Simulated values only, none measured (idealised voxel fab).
Process module in this document: voxel self aligned vias
FYI the section here is cut, 235 nm wide, cells are 5 nm squares.
How to read a cross-section here: the picture is a grid of square cells, written as bands going from the top down, and any band can span one or more rows of cells.
Per band: top height and bottom height in nm, followed by the left-to-right materials and their widths in nm; "throughout" marks a single material spanning edge to edge, "blank" marks empty space.
Heights are reckoned from 0. Under this level, the received wafer is all of one material. The bottommost band is open-ended downward, for example "0 and below".
Width spec "30 to 40" -> top row of cells at first value, bottom row at second value, equal per-row change in between.
"remained unchanged", as given for a step, is the statement that not any cell of the cross-section underwent a change during that step.
Enclosed voids (no open way to top), threshold 8 cells or more, entry "Closed cavities", notation width x height at distance, distance from left edge, nm.
Step line, after settings: the simulator's comment on this step.
overlay nm, on a step with a mask: how far to the right of its planned place the mask lay; to the left if negative
These are the steps we planned for the process:
1) RECEIVE (material Si)
2) CONFORMAL_DEP (material SiO2; thk nm 10)
3) CONFORMAL_DEP (material SiCN; thk nm 5)
4) DIRECTIONAL_DEP (material lowk; thk nm 30)
5) DIRECTIONAL_DEP (material aC; thk nm 10)
6) PATTERN (tone open; mask id LINES; material resist; width nm 20; pitch nm 55; thk nm 30; overlay nm 0)
7) DIRECTIONAL_ETCH (etch materials aC; depth nm 10)
8) STRIP (etch materials resist)
9) DIRECTIONAL_ETCH (etch materials lowk; depth nm 30)
10) STRIP (etch materials aC)
11) CONFORMAL_DEP (material TiN; thk nm 5)
12) FILL_DEP (material Ru; thk nm 10)
13) CMP (height nm 45)
14) SELECTIVE_ETCH (etch materials W Ru TiN; depth nm 10)
15) FILL_DEP (material SiN; thk nm 10)
16) CMP (height nm 45)
17) DIRECTIONAL_DEP (material lowk; thk nm 15)
18) PATTERN (tone open; mask id VIAS; material resist; width nm 30; pitch nm 110; thk nm 15; overlay nm 0)
19) DIRECTIONAL_ETCH (etch materials lowk; depth nm 15)
20) DIRECTIONAL_ETCH (etch materials SiN; depth nm 10)
21) STRIP (etch materials resist)
22) CONFORMAL_DEP (material TiN; thk nm 5)
23) FILL_DEP (material Cu; thk nm 5)
24) CMP (height nm 60)
25) CONFORMAL_DEP (material SiN; thk nm 5)
Shown in cross-section is the wafer as received, that is, as it stands after step 1:
* 0 and below | Si throughout
* Closed cavities: none
The following cross-section depicts the wafer upon conclusion of the module. Processing commenced from the starting condition illustrated above and adhered to the plan illustrated above, save for one mistake in execution:
* 65 down to 60 | SiN throughout
* 60 down to 50 | lowk=45, then TiN=5, then Cu=20, then TiN=5, then lowk=80, then TiN=5, then Cu=20, then TiN=5, then lowk=50
* 50 down to 45 | lowk=45, then TiN=30, then lowk=80, then TiN=30, then lowk=50
* 45 down to 35 | lowk=55, then TiN=10, then lowk=45, then SiN=10, then lowk=45, then TiN=10, then lowk=60
* 35 down to 20 | lowk=55, then Ru=10, then lowk=45, then Ru=10, then lowk=45, then Ru=10, then lowk=60
* 20 down to 15 | lowk throughout
* 15 down to 10 | SiCN throughout
* 10 down to 0 | SiO2 throughout
* 0 and below | Si throughout
* Closed cavities: none
what went wrong: the process deviated at step 11: the operation and settings actually run there were CONFORMAL_DEP (material lowk; thk nm 5)
